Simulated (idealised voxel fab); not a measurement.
process module | voxel released beams
cross-section cut | 260 nm wide | cells 5 nm
A cross-section is a grid of square cells, given in bands from the top down. A band is one or more rows of cells.
Each band's line starts with the height of the band's top and of its bottom, in nm. Then come its materials from left to right, each with its width in nm. One material with "throughout" fills the band from edge to edge. "air" is empty space.
Height 0 is the level under which the wafer as received is all one material. The lowest band goes on downwards, as in "0 down".
A width such as "30 to 40" changes by the same amount from each row of cells to the next, from the band's top row to its bottom row.
"no change" after a step means that no cell of the cross-section changed.
closed voids: empty space of 8 cells or more with no open way to the top, each as width x height at its distance from the left edge, in nm
after a step's settings: what the simulator itself notes on the step
overlay nm, on a step with a mask: how far to the right of its planned place the mask lay; to the left if negative
plan
1 op RECEIVE | material Si
2 op CONFORMAL_DEP | material Al2O3 | thk nm 5
3 op DIRECTIONAL_DEP | material SiO2 | thk nm 10
4 op PATTERN | tone open | mask id ANCHOR | material resist | width nm 35 | thk nm 20 | overlay nm 0
5 op DIRECTIONAL_ETCH | etch materials SiO2 | depth nm 10
6 op STRIP | etch materials resist
7 op CONFORMAL_DEP | material SiN | thk nm 10
8 op DIRECTIONAL_DEP | material aC | thk nm 15
9 op PATTERN | tone cover | mask id BEAM | material resist | width nm 90 | thk nm 35 | overlay nm 0
10 op DIRECTIONAL_ETCH | etch materials aC | depth nm 15
11 op STRIP | etch materials resist
12 op DIRECTIONAL_ETCH | etch materials SiN | depth nm 10
13 op STRIP | etch materials aC
14 op STRIP | etch materials SiO2
first wafer, as planned
as received, after step 1
  0 down: Si throughout
  closed voids: none
after step 2
  5 to 0: Al2O3 throughout
  below 0: unchanged
after step 3
  15 to 5: SiO2 throughout
  below 5: unchanged
after step 4
  35 to 15: resist 85 | air 35 | resist 140
  below 15: unchanged
after step 5
  35 to 15: resist 85 | air 35 | resist 140
  15 to 5: SiO2 85 | air 35 | SiO2 140
  below 5: unchanged
after step 6
  15 to 5: SiO2 85 | air 35 | SiO2 140
  below 5: unchanged
after step 7
  25 to 15: SiN 95 | air 15 | SiN 150
  15 to 5: SiO2 85 | SiN 35 | SiO2 140
  below 5: unchanged
after step 8
  40 to 30: aC 95 | air 15 | aC 150
  30 to 25: aC throughout
  25 to 15: SiN 95 | aC 15 | SiN 150
  below 15: unchanged
after step 9
  75 to 40: air 80 | resist 90 | air 90
  40 to 30: aC 95 | resist 15 | aC 150
  below 30: unchanged
after step 10
  60 to 40: air 80 | resist 90 | air 90
  40 to 30: air 80 | aC 15 | resist 15 | aC 60 | air 90
  30 to 25: air 80 | aC 90 | air 90
  below 25: unchanged
after step 11
  40 to 30: air 80 | aC 15 | air 15 | aC 60 | air 90
  below 30: unchanged
after step 12
  40 to 30: air 80 | aC 15 | air 15 | aC 60 | air 90
  30 to 25: air 80 | aC 90 | air 90
  25 to 15: air 80 | SiN 15 | aC 15 | SiN 60 | air 90
  below 15: unchanged
after step 13
  25 to 15: air 80 | SiN 15 | air 15 | SiN 60 | air 90
  below 15: unchanged
after step 14
  25 to 15: air 80 | SiN 15 | air 15 | SiN 60 | air 90
  15 to 5: air 85 | SiN 35 | air 140
  below 5: unchanged
second wafer: like start, like plan, one mistake. Through step 6 it matches the first wafer
when step 7 should have ended
  20 to 15: SiN 90 | air 25 | SiN 145
  15 to 10: SiO2 85 | SiN 5 | air 25 | SiN 5 | SiO2 140
  10 to 5: SiO2 85 | SiN 35 | SiO2 140
  below 5: unchanged
when step 8 should have ended
  35 to 25: aC 90 | air 25 | aC 145
  25 to 20: aC throughout
  20 to 15: SiN 90 | aC 25 | SiN 145
  15 to 10: SiO2 85 | SiN 5 | aC 25 | SiN 5 | SiO2 140
  below 10: unchanged
when step 9 should have ended
  70 to 35: air 80 | resist 90 | air 90
  35 to 25: aC 90 | resist 25 | aC 145
  below 25: unchanged
when step 10 should have ended
  55 to 35: air 80 | resist 90 | air 90
  35 to 25: air 80 | aC 10 | resist 25 | aC 55 | air 90
  25 to 20: air 80 | aC 90 | air 90
  below 20: unchanged
when step 11 should have ended
  35 to 25: air 80 | aC 10 | air 25 | aC 55 | air 90
  below 25: unchanged
when step 12 should have ended
  35 to 25: air 80 | aC 10 | air 25 | aC 55 | air 90
  25 to 20: air 80 | aC 90 | air 90
  20 to 15: air 80 | SiN 10 | aC 25 | SiN 55 | air 90
  below 15: unchanged
when step 13 should have ended
  20 to 15: air 80 | SiN 10 | air 25 | SiN 55 | air 90
  15 to 10: SiO2 85 | SiN 5 | air 25 | SiN 5 | SiO2 140
  below 10: unchanged
when step 14 should have ended
  20 to 10: air 80 to 85 | SiN 10 to 5 | air 25 | SiN 55 to 5 | air 90 to 140
  10 to 5: air 85 | SiN 35 | air 140
  below 5: unchanged
what went wrong: step 7 ran as: op CONFORMAL_DEP | material SiN | thk nm 5
at the end the second wafer has, in cells: 22 fewer of SiN
